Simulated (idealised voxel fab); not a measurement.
process module | voxel double patterning
cross-section cut | 175 nm wide | cells 5 nm
A cross-section is a grid of square cells, given in bands from the top down. A band is one or more rows of cells.
Each band's line starts with the height of the band's top and of its bottom, in nm. Then come its materials from left to right, each with its width in nm. One material with "throughout" fills the band from edge to edge. "air" is empty space.
Height 0 is the level under which the wafer as received is all one material. The lowest band goes on downwards, as in "0 down".
A width such as "30 to 40" changes by the same amount from each row of cells to the next, from the band's top row to its bottom row.
"no change" after a step means that no cell of the cross-section changed.
closed voids: empty space of 8 cells or more with no open way to the top, each as width x height at its distance from the left edge, in nm
after a step's settings: what the simulator itself notes on the step
overlay nm, on a step with a mask: how far to the right of its planned place the mask lay; to the left if negative
plan
1 op RECEIVE | material Si
2 op CONFORMAL_DEP | material SiO2 | thk nm 10
3 op DIRECTIONAL_DEP | material W | thk nm 10
4 op DIRECTIONAL_DEP | material SiCN | thk nm 5
5 op DIRECTIONAL_DEP | material aC | thk nm 10
6 op PATTERN | tone open | mask id FIRST | material resist | width nm 15 | pitch nm 50 | thk nm 25 | overlay nm 0
7 op DIRECTIONAL_ETCH | etch materials aC | depth nm 10
8 op STRIP | etch materials resist
9 op DIRECTIONAL_ETCH | etch materials SiCN | depth nm 5
10 op STRIP | etch materials aC
11 op PATTERN | tone open | mask id SECOND | material resist | width nm 15 | pitch nm 50 | thk nm 15 | overlay nm 0
12 op DIRECTIONAL_ETCH | etch materials SiCN | depth nm 5
13 op STRIP | etch materials resist
14 op DIRECTIONAL_ETCH | etch materials W | depth nm 10
15 op STRIP | etch materials SiCN
first wafer, as planned
as received, after step 1
  0 down: Si throughout
  closed voids: none
after step 2
  10 to 0: SiO2 throughout
  below 0: unchanged
after step 3
  20 to 10: W throughout
  below 10: unchanged
after step 4
  25 to 20: SiCN throughout
  below 20: unchanged
after step 5
  35 to 25: aC throughout
  below 25: unchanged
after step 6
  60 to 35: resist 30 | air 15 | resist 35 | air 15 | resist 35 | air 15 | resist 30
  below 35: unchanged
after step 7
  50 to 35: resist 30 | air 15 | resist 35 | air 15 | resist 35 | air 15 | resist 30
  35 to 25: aC 30 | air 15 | aC 35 | air 15 | aC 35 | air 15 | aC 30
  below 25: unchanged
after step 8
  35 to 25: aC 30 | air 15 | aC 35 | air 15 | aC 35 | air 15 | aC 30
  below 25: unchanged
after step 9
  35 to 25: aC 30 | air 15 | aC 35 | air 15 | aC 35 | air 15 | aC 30
  25 to 20: SiCN 30 | air 15 | SiCN 35 | air 15 | SiCN 35 | air 15 | SiCN 30
  below 20: unchanged
after step 10
  25 to 20: SiCN 30 | air 15 | SiCN 35 | air 15 | SiCN 35 | air 15 | SiCN 30
  below 20: unchanged
after step 11
  40 to 25: resist 55 | air 15 | resist 35 | air 15 | resist 55
  25 to 20: SiCN 30 | resist 15 | SiCN 35 | resist 15 | SiCN 35 | resist 15 | SiCN 30
  below 20: unchanged
after step 12
  40 to 25: resist 55 | air 15 | resist 35 | air 15 | resist 55
  25 to 20: SiCN 30 | resist 15 | SiCN 10 | air 15 | SiCN 10 | resist 15 | SiCN 10 | air 15 | SiCN 10 | resist 15 | SiCN 30
  below 20: unchanged
after step 13
  25 to 20: SiCN 30 | air 15 | SiCN 10 | air 15 | SiCN 10 | air 15 | SiCN 10 | air 15 | SiCN 10 | air 15 | SiCN 30
  below 20: unchanged
after step 14
  25 to 20: SiCN 30 | air 15 | SiCN 10 | air 15 | SiCN 10 | air 15 | SiCN 10 | air 15 | SiCN 10 | air 15 | SiCN 30
  20 to 10: W 30 | air 15 | W 10 | air 15 | W 10 | air 15 | W 10 | air 15 | W 10 | air 15 | W 30
  below 10: unchanged
after step 15
  20 to 10: W 30 | air 15 | W 10 | air 15 | W 10 | air 15 | W 10 | air 15 | W 10 | air 15 | W 30
  below 10: unchanged
second wafer: like start, like plan, one mistake. Through step 10 it matches the first wafer
when step 11 should have ended
  40 to 25: resist 50 | air 25 | resist 25 | air 25 | resist 50
  25 to 20: SiCN 30 | resist 15 | SiCN 35 | resist 15 | SiCN 35 | resist 15 | SiCN 30
  below 20: unchanged
when step 12 should have ended
  40 to 25: resist 50 | air 25 | resist 25 | air 25 | resist 50
  25 to 20: SiCN 30 | resist 15 | SiCN 5 | air 25 | SiCN 5 | resist 15 | SiCN 5 | air 25 | SiCN 5 | resist 15 | SiCN 30
  below 20: unchanged
when step 13 should have ended
  25 to 20: SiCN 30 | air 15 | SiCN 5 | air 25 | SiCN 5 | air 15 | SiCN 5 | air 25 | SiCN 5 | air 15 | SiCN 30
  below 20: unchanged
when step 14 should have ended
  25 to 20: SiCN 30 | air 15 | SiCN 5 | air 25 | SiCN 5 | air 15 | SiCN 5 | air 25 | SiCN 5 | air 15 | SiCN 30
  20 to 10: W 30 | air 15 | W 5 | air 25 | W 5 | air 15 | W 5 | air 25 | W 5 | air 15 | W 30
  below 10: unchanged
when step 15 should have ended
  20 to 10: W 30 | air 15 | W 5 | air 25 | W 5 | air 15 | W 5 | air 25 | W 5 | air 15 | W 30
  below 10: unchanged
what went wrong: step 11 ran as: op PATTERN | tone open | mask id SECOND | material resist | width nm 25 | pitch nm 50 | thk nm 15 | overlay nm 0
at the end the second wafer has, in cells: 8 fewer of W
